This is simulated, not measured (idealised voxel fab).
process module | voxel wiring stack
cross-section cut | 220 nm wide | cells 5 nm
A cross-section is a grid of square cells, given in bands from the top down. A band is one or more rows of cells.
Each band's line starts with the height of the band's top and of its bottom, in nm. Then come its materials from left to right, each with its width in nm. One material with "throughout" fills the band from edge to edge. "air" is empty space.
Height 0 is the level under which the wafer as received is all one material. The lowest band goes on downwards, as in "0 down".
A width such as "30 to 40" changes by the same amount from each row of cells to the next, from the band's top row to its bottom row.
"no change" after a step means that no cell of the cross-section changed.
closed voids: empty space of 8 cells or more with no open way to the top, each as width x height at its distance from the left edge, in nm
after a step's settings: what the simulator itself notes on the step
overlay nm, on a step with a mask: how far to the right of its planned place the mask lay; to the left if negative
plan
1 op RECEIVE | material Si
2 op CONFORMAL_DEP | material SiO2 | thk nm 15
3 op CONFORMAL_DEP | material SiCN | thk nm 5
4 op DIRECTIONAL_DEP | material lowk | thk nm 15
5 op PATTERN | tone open | mask id METAL_1 | material resist | width nm 25 | pitch nm 45 | thk nm 15 | overlay nm 0
6 op DIRECTIONAL_ETCH | etch materials lowk | depth nm 15
7 op DIRECTIONAL_ETCH | etch materials SiCN | depth nm 5
8 op STRIP | etch materials resist
9 op CONFORMAL_DEP | material TiN | thk nm 5
10 op FILL_DEP | material Cu | thk nm 10
11 op CMP | height nm 35
12 op EPI | material Ru | thk nm 5
13 op FILL_DEP | material SiCN | thk nm 5
14 op DIRECTIONAL_DEP | material lowk | thk nm 20
15 op PATTERN | tone open | mask id PLUG_1 | material resist | width nm 15 | thk nm 20 | overlay nm 0
16 op DIRECTIONAL_ETCH | etch materials lowk | depth nm 20
17 op DIRECTIONAL_ETCH | etch materials SiCN | depth nm 5
18 op STRIP | etch materials resist
19 op CONFORMAL_DEP | material TiN | thk nm 5
20 op FILL_DEP | material Cu | thk nm 10
21 op CMP | height nm 65
22 op CONFORMAL_DEP | material SiCN | thk nm 5
23 op DIRECTIONAL_DEP | material lowk | thk nm 20
24 op PATTERN | tone open | mask id METAL_2 | material resist | width nm 25 | pitch nm 45 | thk nm 15 | overlay nm 0
25 op DIRECTIONAL_ETCH | etch materials lowk | depth nm 20
26 op DIRECTIONAL_ETCH | etch materials SiCN | depth nm 5
27 op STRIP | etch materials resist
28 op CONFORMAL_DEP | material TiN | thk nm 5
29 op FILL_DEP | material Cu | thk nm 5
30 op CMP | height nm 90
31 op EPI | material Ru | thk nm 5
32 op FILL_DEP | material SiCN | thk nm 5
33 op DIRECTIONAL_DEP | material SiO2 | thk nm 30
34 op PATTERN | tone open | mask id METAL_3_HOLES | material resist | width nm 15 | thk nm 20 | overlay nm 0
35 op DIRECTIONAL_ETCH | etch materials SiO2 | depth nm 30
36 op STRIP | etch materials resist
37 op PATTERN | tone open | mask id METAL_3 | material resist | width nm 25 | pitch nm 45 | thk nm 20 | overlay nm 0
38 op DIRECTIONAL_ETCH | etch materials SiO2 | depth nm 15
39 op DIRECTIONAL_ETCH | etch materials SiCN | depth nm 5
40 op STRIP | etch materials resist
41 op CONFORMAL_DEP | material TiN | thk nm 5
42 op FILL_DEP | material Cu | thk nm 10
43 op CMP | height nm 130
44 op CONFORMAL_DEP | material SiCN | thk nm 5
45 op DIRECTIONAL_DEP | material lowk | thk nm 30
46 op PATTERN | tone open | mask id METAL_4 | material resist | width nm 25 | pitch nm 45 | thk nm 15 | overlay nm 0
47 op DIRECTIONAL_ETCH | etch materials lowk | depth nm 15
48 op STRIP | etch materials resist
49 op PATTERN | tone open | mask id METAL_4_HOLES | material resist | width nm 15 | pitch nm 45 | thk nm 15 | overlay nm 0
50 op DIRECTIONAL_ETCH | etch materials lowk | depth nm 15
51 op DIRECTIONAL_ETCH | etch materials SiCN | depth nm 5
52 op STRIP | etch materials resist
53 op CONFORMAL_DEP | material TiN | thk nm 5
54 op FILL_DEP | material Cu | thk nm 5
55 op CMP | height nm 165
56 op CONFORMAL_DEP | material SiCN | thk nm 5
as received, after step 1
  0 down: Si throughout
  closed voids: none
a wafer at the end: this start, this plan, one mistake
  170 to 165: SiCN throughout
  165 to 155: lowk 75 | TiN 5 | Cu 15 | TiN 5 | lowk 20 | TiN 5 | Cu 15 | TiN 5 | lowk 75
  155 to 150: lowk 75 | TiN 5 | Cu 5 | TiN 15 | lowk 20 | TiN 5 | Cu 5 | TiN 15 | lowk 75
  150 to 135: lowk 75 | TiN 5 | Cu 5 | TiN 5 | lowk 30 | TiN 5 | Cu 5 | TiN 5 | lowk 85
  135 to 130: SiCN 75 | TiN 15 | SiCN 30 | TiN 15 | SiCN 85
  130 to 120: SiO2 75 | TiN 5 | Cu 15 | TiN 5 | SiO2 20 | TiN 5 | Cu 15 | TiN 5 | SiO2 75
  120 to 115: SiO2 75 | TiN 5 | Cu 5 | TiN 15 | SiO2 20 | TiN 25 | SiO2 75
  115 to 100: SiO2 75 | TiN 5 | Cu 5 | TiN 5 | SiO2 130
  100 to 95: SiCN 75 | TiN 15 | SiCN 130
  95 to 90: SiCN 70 | Ru 35 | SiCN 10 | Ru 35 | SiCN 70
  90 to 70: lowk 75 | TiN 5 | Cu 15 | TiN 5 | lowk 20 | TiN 5 | Cu 15 | TiN 5 | lowk 75
  70 to 65: SiCN 75 | TiN 25 | SiCN 20 | TiN 25 | SiCN 75
  65 to 60: lowk 75 | TiN 5 | Cu 5 | TiN 5 | lowk 130
  60 to 55: SiCN 75 | TiN 15 | SiCN 130
  55 to 50: Ru throughout
  50 to 40: Cu throughout
  40 to 35: TiN 80 | Cu 15 | TiN 30 | Cu 15 | TiN 80
  35 to 20: lowk 75 | TiN 5 | Cu 15 | TiN 5 | lowk 20 | TiN 5 | Cu 15 | TiN 5 | lowk 75
  20 to 15: SiCN 75 | TiN 25 | SiCN 20 | TiN 25 | SiCN 75
  15 to 0: SiO2 throughout
  0 down: Si throughout
  closed voids: none
what went wrong: step 11 was left out
